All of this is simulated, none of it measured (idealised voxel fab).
The following process module bears the name voxel wiring stack.
The figure presents cross-section cut, which has a width of 275 nm and is divided into square cells with an edge length of 5 nm.
This document writes a cross-section as a grid whose cells are square, and gives it as bands, listed from the top down; one or more rows of cells form a band.
What a band's entry tells you: where the top is and where the bottom is, as heights in nm, and after that what lies inside, material by material from left to right, each with its width in nm. Empty space is written as the word "blank", and a single material marked with the word "throughout" occupies the band from edge to edge.
Zero point of the height axis is 0; under it, received wafer = one material. Lowest band: continues down indefinitely, "from 0 down".
When a width is written as two numbers, as in "30 to 40", the first number is the width in the top row of cells of the band and the second is the width in its bottom row, and the width changes by the same amount from each row to the next.
A step reported as "no change occurred" is a step in which no cell of the cross-section changed.
In "Enclosed void catalog" the enclosed voids are listed, meaning empty spaces of 8 cells or larger without any opening to the top. The form is width x height at distance, distance from the left edge, units nm.
Whatever follows a step's settings on its line is a remark the simulator itself makes about that step.
overlay nm: mask right of planned place by this much (step with mask). Neg. = left.

Listed below are the process steps as planned
1 RECEIVE [material Si]
2 CONFORMAL_DEP [material SiO2] [thk nm 15]
3 DIRECTIONAL_DEP [material TiN] [thk nm 5]
4 DIRECTIONAL_DEP [material Ru] [thk nm 15]
5 DIRECTIONAL_DEP [material aC] [thk nm 15]
6 PATTERN [tone cover] [mask id METAL_1] [material resist] [width nm 25] [pitch nm 40] [thk nm 35] [overlay nm 0]
7 DIRECTIONAL_ETCH [etch materials aC] [depth nm 15]
8 STRIP [etch materials resist]
9 DIRECTIONAL_ETCH [etch materials Ru] [depth nm 15]
10 DIRECTIONAL_ETCH [etch materials TiN] [depth nm 5]
11 STRIP [etch materials aC]
12 FILL_DEP [material lowk] [thk nm 5]
13 CMP [height nm 35]
14 CONFORMAL_DEP [material SiCN] [thk nm 5]
15 DIRECTIONAL_DEP [material lowk] [thk nm 15]
16 DIRECTIONAL_DEP [material aC] [thk nm 15]
17 PATTERN [tone open] [mask id PLUG_1] [material resist] [width nm 15] [pitch nm 40] [thk nm 35] [overlay nm 0]
18 DIRECTIONAL_ETCH [etch materials aC] [depth nm 15]
19 STRIP [etch materials resist]
20 DIRECTIONAL_ETCH [etch materials lowk] [depth nm 15]
21 DIRECTIONAL_ETCH [etch materials SiCN] [depth nm 5]
22 STRIP [etch materials aC]
23 EPI [material Ru] [thk nm 10]
24 EPI [material Ru] [thk nm 10]
25 CONFORMAL_DEP [material SiN] [thk nm 5]
26 DIRECTIONAL_DEP [material SiO2] [thk nm 15]
27 MASKED_ETCH [tone open] [mask id METAL_2] [width nm 15] [pitch nm 40] [etch materials SiO2] [depth nm 15] [overlay nm 0]
28 MASKED_ETCH [tone open] [mask id METAL_2] [width nm 25] [pitch nm 40] [etch materials SiN] [depth nm 5] [overlay nm 0]
29 CONFORMAL_DEP [material TiN] [thk nm 5]
30 FILL_DEP [material Cu] [thk nm 5]
31 CMP [height nm 75]
32 EPI [material Ru] [thk nm 5]
33 FILL_DEP [material SiCN] [thk nm 5]
34 DIRECTIONAL_DEP [material SiO2] [thk nm 35]
35 MASKED_ETCH [tone open] [mask id METAL_3] [width nm 25] [pitch nm 40] [etch materials SiO2] [depth nm 20] [overlay nm 0]
36 DIRECTIONAL_DEP [material aC] [thk nm 10]
37 PATTERN [tone open] [mask id METAL_3_HOLES] [material resist] [width nm 15] [pitch nm 80] [thk nm 30] [overlay nm 0]
38 DIRECTIONAL_ETCH [etch materials aC] [depth nm 10]
39 STRIP [etch materials resist]
40 DIRECTIONAL_ETCH [etch materials SiO2] [depth nm 15]
41 DIRECTIONAL_ETCH [etch materials SiCN] [depth nm 5]
42 STRIP [etch materials aC]
43 CONFORMAL_DEP [material TiN] [thk nm 5]
44 FILL_DEP [material Cu] [thk nm 5]
45 CMP [height nm 120]
46 CONFORMAL_DEP [material SiN] [thk nm 5]
Every wafer here starts from the same state; it is the step 27 width nm that distinguishes them, and the value the plan gives belongs to the first wafer.

First wafer of several, as received: cross-section after step 1
- from 0 down  Si throughout
- Enclosed void catalog: none

each wafer at the end: cells of each material gained (+) or lost (-) since it was received, then its closed voids
width nm 15; +56 Cu; +128 Ru; +127 SiCN; +98 SiN; +581 SiO2; +116 TiN; +269 lowk; Enclosed void catalog: none
width nm 20; +68 Cu; +132 Ru; +123 SiCN; +94 SiN; +569 SiO2; +120 TiN; +269 lowk; Enclosed void catalog: none
width nm 25; +80 Cu; +136 Ru; +119 SiCN; +90 SiN; +557 SiO2; +124 TiN; +269 lowk; Enclosed void catalog: none
